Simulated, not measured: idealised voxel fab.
voxel ribs on slabs: a process module
The figure presents cross-section cut, which has a width of 150 nm and is divided into square cells with an edge length of 5 nm.
Format of a cross-section: grid, square cells. Given as bands. Order: top down. Band: one or more rows of cells.
It is stipulated that each band's entry specify, in nanometres, the height of the top of the band and then that of its bottom, followed by the materials of the band in left-to-right sequence, each together with its width in nanometres. A single material marked by the word "edge to edge" is understood to fill the band from edge to edge; the word "air" is understood to denote empty space.
Heights are measured from 0, the level below which the as-received wafer is all one material; the lowest band has no bottom and continues downward, written as in "0 -> down".
Width: "30->40" (first number = top row, second number = bottom row, same change from row to row of cells).
Key: "identical to before" - step with no changed cell in the cross-section.
Fully enclosed voids: empty space of 8 cells or more with no open way to the top, each as width x height at its distance from the left edge, in nm
Past the settings on a step's line: simulator remark, on that step.
If you see "overlay nm" on a step's line and that step has a mask, it's telling you how far right of where it was planned the mask ended up; a negative number means it went left instead.
Process steps - plan:
| 1 | RECEIVE with material Si |
| 2 | DIRECTIONAL_DEP with material SiO2, thk nm 20 |
| 3 | DIRECTIONAL_DEP with material polySi, thk nm 20 |
| 4 | MASKED_ETCH with tone cover, mask id RIB, width nm 15, etch materials polySi, depth nm 5, overlay nm 0 |
| 5 | DIRECTIONAL_DEP with material aC, thk nm 15 |
| 6 | PATTERN with tone cover, mask id SLAB, material resist, width nm 45, thk nm 30, overlay nm 0 |
| 7 | DIRECTIONAL_ETCH with etch materials aC, depth nm 15 |
| 8 | STRIP with etch materials resist |
| 9 | DIRECTIONAL_ETCH with etch materials polySi, depth nm 15 |
| 10 | STRIP with etch materials aC |
| 11 | FILL_DEP with material SiO2, thk nm 20 |
| 12 | CMP with height nm 50 |
| 13 | DIRECTIONAL_DEP with material TiN, thk nm 10 |
| 14 | PATTERN with tone cover, mask id HEATER, material resist, width nm 15, thk nm 15, overlay nm 0 |
| 15 | DIRECTIONAL_ETCH with etch materials TiN, depth nm 10 |
| 16 | STRIP with etch materials resist |
| 17 | CONFORMAL_DEP with material SiN, thk nm 10 |
It is noted that the wafers described herein are identical at the outset and are distinguished by the width nm of step 14; the value stated in the plan corresponds to the first wafer.
As received, i.e. after step 1: cross-section through the first of several wafers:
* 0 -> down = Si edge to edge
* Fully enclosed voids: none
Below: a row per wafer. Contents at end of module: for every material, cells gained since receipt (+) or lost since receipt (-); then closed voids:
width nm 15; +68 SiN; +270 SiO2; +6 TiN; +30 polySi; Fully enclosed voids: none
width nm 20; +68 SiN; +270 SiO2; +8 TiN; +30 polySi; Fully enclosed voids: none
width nm 25; +68 SiN; +270 SiO2; +10 TiN; +30 polySi; Fully enclosed voids: none
width nm 30; +68 SiN; +270 SiO2; +12 TiN; +30 polySi; Fully enclosed voids: none
width nm 35; +68 SiN; +270 SiO2; +14 TiN; +30 polySi; Fully enclosed voids: none
width nm 40; +68 SiN; +270 SiO2; +16 TiN; +30 polySi; Fully enclosed voids: none
